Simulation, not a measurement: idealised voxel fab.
process module | voxel self aligned vias
cross-section cut | 180 nm wide | cells 5 nm
A cross-section is a grid of square cells, given in bands from the top down. A band is one or more rows of cells.
Each band's line starts with the height of the band's top and of its bottom, in nm. Then come its materials from left to right, each with its width in nm. One material with "throughout" fills the band from edge to edge. "air" is empty space.
Height 0 is the level under which the wafer as received is all one material. The lowest band goes on downwards, as in "0 down".
A width such as "30 to 40" changes by the same amount from each row of cells to the next, from the band's top row to its bottom row.
"no change" after a step means that no cell of the cross-section changed.
closed voids: empty space of 8 cells or more with no open way to the top, each as width x height at its distance from the left edge, in nm
after a step's settings: what the simulator itself notes on the step
overlay nm, on a step with a mask: how far to the right of its planned place the mask lay; to the left if negative
plan
1 op RECEIVE | material Si
2 op CONFORMAL_DEP | material SiO2 | thk nm 10
3 op CONFORMAL_DEP | material SiCN | thk nm 5
4 op DIRECTIONAL_DEP | material SiO2 | thk nm 20
5 op MASKED_ETCH | tone open | mask id LINES | width nm 25 | pitch nm 70 | etch materials SiO2 | depth nm 20 | overlay nm 0
6 op CONFORMAL_DEP | material TiN | thk nm 5
7 op FILL_DEP | material W | thk nm 10
8 op CMP | height nm 35
9 op SELECTIVE_ETCH | etch materials W Ru TiN | depth nm 5
10 op FILL_DEP | material SiN | thk nm 10
11 op CMP | height nm 35
12 op DIRECTIONAL_DEP | material SiO2 | thk nm 20
13 op PATTERN | tone open | mask id VIAS | material resist | width nm 45 | pitch nm 70 | thk nm 15 | overlay nm 0
14 op DIRECTIONAL_ETCH | etch materials SiO2 | depth nm 20
15 op DIRECTIONAL_ETCH | etch materials SiN | depth nm 5
16 op STRIP | etch materials resist
17 op CONFORMAL_DEP | material TiN | thk nm 5
18 op FILL_DEP | material Cu | thk nm 10
19 op CMP | height nm 55
20 op CONFORMAL_DEP | material SiN | thk nm 5
as received, after step 1
  0 down: Si throughout
  closed voids: none
a wafer at the end: this start, this plan, one mistake
  60 to 55: SiN throughout
  55 to 40: SiO2 30 | TiN 5 | Cu 35 | TiN 5 | SiO2 25 | TiN 5 | Cu 35 | TiN 5 | SiO2 35
  40 to 35: SiO2 30 | TiN 45 | SiO2 25 | TiN 45 | SiO2 35
  35 to 30: SiCN throughout
  30 to 0: SiO2 throughout
  0 down: Si throughout
  closed voids: none
what went wrong: steps 3 and 4 were swapped
